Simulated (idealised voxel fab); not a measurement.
process module | voxel wiring stack
cross-section cut | 190 nm wide | cells 5 nm
A cross-section is a grid of square cells, given in bands from the top down. A band is one or more rows of cells.
Each band's line starts with the height of the band's top and of its bottom, in nm. Then come its materials from left to right, each with its width in nm. One material with "throughout" fills the band from edge to edge. "air" is empty space.
Height 0 is the level under which the wafer as received is all one material. The lowest band goes on downwards, as in "0 down".
A width such as "30 to 40" changes by the same amount from each row of cells to the next, from the band's top row to its bottom row.
"no change" after a step means that no cell of the cross-section changed.
closed voids: empty space of 8 cells or more with no open way to the top, each as width x height at its distance from the left edge, in nm
after a step's settings: what the simulator itself notes on the step
overlay nm, on a step with a mask: how far to the right of its planned place the mask lay; to the left if negative
plan
1 op RECEIVE | material Si
2 op CONFORMAL_DEP | material SiO2 | thk nm 15
3 op CONFORMAL_DEP | material SiN | thk nm 5
4 op DIRECTIONAL_DEP | material SiO2 | thk nm 20
5 op PATTERN | tone open | mask id METAL_1 | material resist | width nm 25 | pitch nm 40 | thk nm 20 | overlay nm 0
6 op DIRECTIONAL_ETCH | etch materials SiO2 | depth nm 20
7 op DIRECTIONAL_ETCH | etch materials SiN | depth nm 5
8 op STRIP | etch materials resist
9 op CONFORMAL_DEP | material TiN | thk nm 5
10 op FILL_DEP | material W | thk nm 5
11 op CMP | height nm 40
12 op EPI | material Ru | thk nm 5
13 op FILL_DEP | material SiCN | thk nm 5
14 op DIRECTIONAL_DEP | material SiO2 | thk nm 30
15 op DIRECTIONAL_DEP | material aC | thk nm 10
16 op PATTERN | tone open | mask id METAL_2 | material resist | width nm 25 | pitch nm 40 | thk nm 30 | overlay nm 0
17 op DIRECTIONAL_ETCH | etch materials aC | depth nm 10
18 op STRIP | etch materials resist
19 op DIRECTIONAL_ETCH | etch materials SiO2 | depth nm 15
20 op STRIP | etch materials aC
21 op PATTERN | tone open | mask id METAL_2_HOLES | material resist | width nm 15 | thk nm 15 | overlay nm 0
22 op DIRECTIONAL_ETCH | etch materials SiO2 | depth nm 15
23 op DIRECTIONAL_ETCH | etch materials SiCN | depth nm 5
24 op STRIP | etch materials resist
25 op CONFORMAL_DEP | material TiN | thk nm 5
26 op FILL_DEP | material Ru | thk nm 10
27 op CMP | height nm 80
28 op CONFORMAL_DEP | material SiCN | thk nm 5
29 op DIRECTIONAL_DEP | material SiO2 | thk nm 15
30 op DIRECTIONAL_DEP | material aC | thk nm 15
31 op PATTERN | tone open | mask id PLUG_2 | material resist | width nm 15 | thk nm 35 | overlay nm -15
32 op DIRECTIONAL_ETCH | etch materials aC | depth nm 15
33 op STRIP | etch materials resist
34 op DIRECTIONAL_ETCH | etch materials SiO2 | depth nm 15
35 op DIRECTIONAL_ETCH | etch materials SiCN | depth nm 5
36 op STRIP | etch materials aC
37 op CONFORMAL_DEP | material TiN | thk nm 5
38 op FILL_DEP | material Ru | thk nm 5
39 op CMP | height nm 100
40 op DIRECTIONAL_DEP | material TiN | thk nm 5
41 op DIRECTIONAL_DEP | material W | thk nm 20
42 op PATTERN | tone cover | mask id METAL_3 | material resist | width nm 25 | pitch nm 40 | thk nm 20 | overlay nm 0
43 op DIRECTIONAL_ETCH | etch materials W | depth nm 20
44 op DIRECTIONAL_ETCH | etch materials TiN | depth nm 5
45 op STRIP | etch materials resist
46 op CONFORMAL_DEP | material SiN | thk nm 5
47 op FILL_DEP | material SiO2 | thk nm 5
48 op CMP | height nm 125
49 op CONFORMAL_DEP | material SiCN | thk nm 5
varied across the wafers: overlay nm of step 31. The plan shows the first wafer's value. All wafers start alike
first wafer as received, after step 1
  0 down: Si throughout
  closed voids: none
first wafer at the end, after step 49
  130 to 125: SiCN throughout
  125 to 105: SiO2 55 | SiN 5 | W 25 | SiN 5 | SiO2 5 | SiN 5 | W 25 | SiN 5 | SiO2 60
  105 to 100: SiN 60 | TiN 25 | SiN 15 | TiN 25 | SiN 65
  100 to 85: SiO2 45 | TiN 5 | Ru 5 | TiN 5 | SiO2 130
  85 to 80: SiCN 45 | TiN 15 | SiCN 130
  80 to 70: SiO2 60 | TiN 5 | Ru 15 | TiN 5 | SiO2 15 | TiN 5 | Ru 15 | TiN 5 | SiO2 65
  70 to 65: SiO2 60 | TiN 5 | Ru 5 | TiN 15 | SiO2 15 | TiN 25 | SiO2 65
  65 to 50: SiO2 60 | TiN 5 | Ru 5 | TiN 5 | SiO2 115
  50 to 45: SiCN 60 | TiN 15 | SiCN 115
  45 to 40: SiCN 55 | Ru 35 | SiCN 5 | Ru 35 | SiCN 60
  40 to 20: SiO2 60 | TiN 5 | W 15 | TiN 5 | SiO2 15 | TiN 5 | W 15 | TiN 5 | SiO2 65
  20 to 15: SiN 60 | TiN 25 | SiN 15 | TiN 25 | SiN 65
  15 to 0: SiO2 throughout
  0 down: Si throughout
  closed voids: none
last wafer at the end
  130 to 125: SiCN throughout
  125 to 105: SiO2 55 | SiN 5 | W 25 | SiN 5 | SiO2 5 | SiN 5 | W 25 | SiN 5 | SiO2 60
  105 to 100: SiN 60 | TiN 25 | SiN 15 | TiN 25 | SiN 65
  100 to 85: SiO2 75 | TiN 5 | Ru 5 | TiN 5 | SiO2 100
  85 to 80: SiCN 75 | TiN 15 | SiCN 100
  80 to 70: SiO2 60 | TiN 5 | Ru 15 | TiN 5 | SiO2 15 | TiN 5 | Ru 15 | TiN 5 | SiO2 65
  70 to 65: SiO2 60 | TiN 5 | Ru 5 | TiN 15 | SiO2 15 | TiN 25 | SiO2 65
  65 to 50: SiO2 60 | TiN 5 | Ru 5 | TiN 5 | SiO2 115
  50 to 45: SiCN 60 | TiN 15 | SiCN 115
  45 to 40: SiCN 55 | Ru 35 | SiCN 5 | Ru 35 | SiCN 60
  40 to 20: SiO2 60 | TiN 5 | W 15 | TiN 5 | SiO2 15 | TiN 5 | W 15 | TiN 5 | SiO2 65
  20 to 15: SiN 60 | TiN 25 | SiN 15 | TiN 25 | SiN 65
  15 to 0: SiO2 throughout
  0 down: Si throughout
  closed voids: none
each wafer at the end: cells of each material gained (+) or lost (-) since it was received, then its closed voids
overlay nm -15 | +33 Ru | +132 SiCN | +72 SiN | +616 SiO2 | +71 TiN | +64 W | closed voids: none
overlay nm -10 | +33 Ru | +132 SiCN | +72 SiN | +616 SiO2 | +71 TiN | +64 W | closed voids: none
overlay nm -5 | +33 Ru | +132 SiCN | +72 SiN | +616 SiO2 | +71 TiN | +64 W | closed voids: none
overlay nm 0 | +33 Ru | +132 SiCN | +72 SiN | +616 SiO2 | +71 TiN | +64 W | closed voids: none
overlay nm 5 | +33 Ru | +132 SiCN | +72 SiN | +616 SiO2 | +71 TiN | +64 W | closed voids: none
overlay nm 10 | +33 Ru | +132 SiCN | +72 SiN | +616 SiO2 | +71 TiN | +64 W | closed voids: none
overlay nm 15 | +33 Ru | +132 SiCN | +72 SiN | +616 SiO2 | +71 TiN | +64 W | closed voids: none
